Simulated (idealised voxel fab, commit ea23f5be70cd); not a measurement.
process module | voxel wiring stack
cross-section cut | 245 nm wide | cells 5 nm
A cross-section is a grid of square cells, given in bands from the top down. A band is one or more rows of cells.
Each band's line starts with the height of the band's top and of its bottom, in nm. Then come its materials from left to right, each with its width in nm. One material with "throughout" fills the band from edge to edge. "air" is empty space.
Height 0 is the level under which the wafer as received is all one material. The lowest band goes on downwards, as in "0 down".
A width such as "30 to 40" changes by the same amount from each row of cells to the next, from the band's top row to its bottom row.
"no change" after a step means that no cell of the cross-section changed.
closed voids: empty space of 8 cells or more with no open way to the top, each as width x height at its distance from the left edge, in nm
after a step's settings: what the simulator itself notes on the step
overlay nm, on a step with a mask: how far to the right of its planned place the mask lay; to the left if negative
plan
1 op RECEIVE | material Si
2 op CONFORMAL_DEP | material SiO2 | thk nm 10
3 op CONFORMAL_DEP | material SiN | thk nm 5
4 op DIRECTIONAL_DEP | material lowk | thk nm 20
5 op PATTERN | tone open | mask id METAL_1 | material resist | width nm 30 | pitch nm 45 | thk nm 15 | overlay nm 0
6 op DIRECTIONAL_ETCH | etch materials lowk | depth nm 20
7 op DIRECTIONAL_ETCH | etch materials SiN | depth nm 5
8 op STRIP | etch materials resist
9 op CONFORMAL_DEP | material TiN | thk nm 5
10 op FILL_DEP | material Ru | thk nm 5
11 op CMP | height nm 35
12 op EPI | material Ru | thk nm 5
13 op FILL_DEP | material SiCN | thk nm 5
14 op DIRECTIONAL_DEP | material lowk | thk nm 35
15 op DIRECTIONAL_DEP | material aC | thk nm 10
16 op PATTERN | tone open | mask id METAL_2 | material resist | width nm 30 | pitch nm 45 | thk nm 25 | overlay nm 0
17 op DIRECTIONAL_ETCH | etch materials aC | depth nm 10
18 op STRIP | etch materials resist
19 op DIRECTIONAL_ETCH | etch materials lowk | depth nm 20
20 op STRIP | etch materials aC
21 op DIRECTIONAL_DEP | material aC | thk nm 10
22 op PATTERN | tone open | mask id METAL_2_HOLES | material resist | width nm 15 | thk nm 30 | overlay nm 0
23 op DIRECTIONAL_ETCH | etch materials aC | depth nm 10
24 op STRIP | etch materials resist
25 op DIRECTIONAL_ETCH | etch materials lowk | depth nm 15
26 op DIRECTIONAL_ETCH | etch materials SiCN | depth nm 5
27 op STRIP | etch materials aC
28 op CONFORMAL_DEP | material TiN | thk nm 5
29 op FILL_DEP | material Cu | thk nm 5
30 op CMP | height nm 80
31 op CONFORMAL_DEP | material SiCN | thk nm 5
as received, after step 1
  0 down: Si throughout
  closed voids: none
first wafer at the end, as planned
  85 to 80: SiCN throughout
  80 to 65: lowk 85 | TiN 5 | Cu 20 | TiN 5 | lowk 15 | TiN 5 | Cu 20 | TiN 5 | lowk 85
  65 to 60: lowk 85 | TiN 5 | Cu 5 | TiN 20 | lowk 15 | TiN 30 | lowk 85
  60 to 45: lowk 85 | TiN 5 | Cu 5 | TiN 5 | lowk 145
  45 to 40: SiCN 85 | TiN 15 | SiCN 145
  40 to 35: SiCN 80 | Ru 40 | SiCN 5 | Ru 40 | SiCN 80
  35 to 15: lowk 85 | TiN 5 | Ru 20 | TiN 5 | lowk 15 | TiN 5 | Ru 20 | TiN 5 | lowk 85
  15 to 10: SiN 85 | TiN 30 | SiN 15 | TiN 30 | SiN 85
  10 to 0: SiO2 throughout
  0 down: Si throughout
  closed voids: none
second wafer at the end: like start, like plan, one mistake
  85 to 80: SiCN throughout
  80 to 65: lowk 85 | TiN 5 | Cu 20 | TiN 5 | lowk 15 | TiN 5 | Cu 20 | TiN 5 | lowk 85
  65 to 60: lowk 85 | TiN 5 | Cu 5 | TiN 20 | lowk 15 | TiN 30 | lowk 85
  60 to 45: lowk 85 | TiN 5 | Cu 5 | TiN 5 | lowk 145
  45 to 40: SiCN 85 | TiN 15 | SiCN 145
  40 to 35: SiCN 80 | Ru 40 | SiCN 5 | Ru 40 | SiCN 80
  35 to 20: lowk 85 | TiN 5 | Ru 20 | TiN 5 | lowk 15 | TiN 5 | Ru 20 | TiN 5 | lowk 85
  20 to 15: lowk 85 | TiN 30 | lowk 15 | TiN 30 | lowk 85
  15 to 10: SiCN throughout
  10 to 0: SiO2 throughout
  0 down: Si throughout
  closed voids: none
what went wrong: step 3 ran as: op CONFORMAL_DEP | material SiCN | thk nm 5
at the end the second wafer has, in cells: 8 fewer of Ru | 49 more of SiCN | 37 fewer of SiN | 4 fewer of TiN
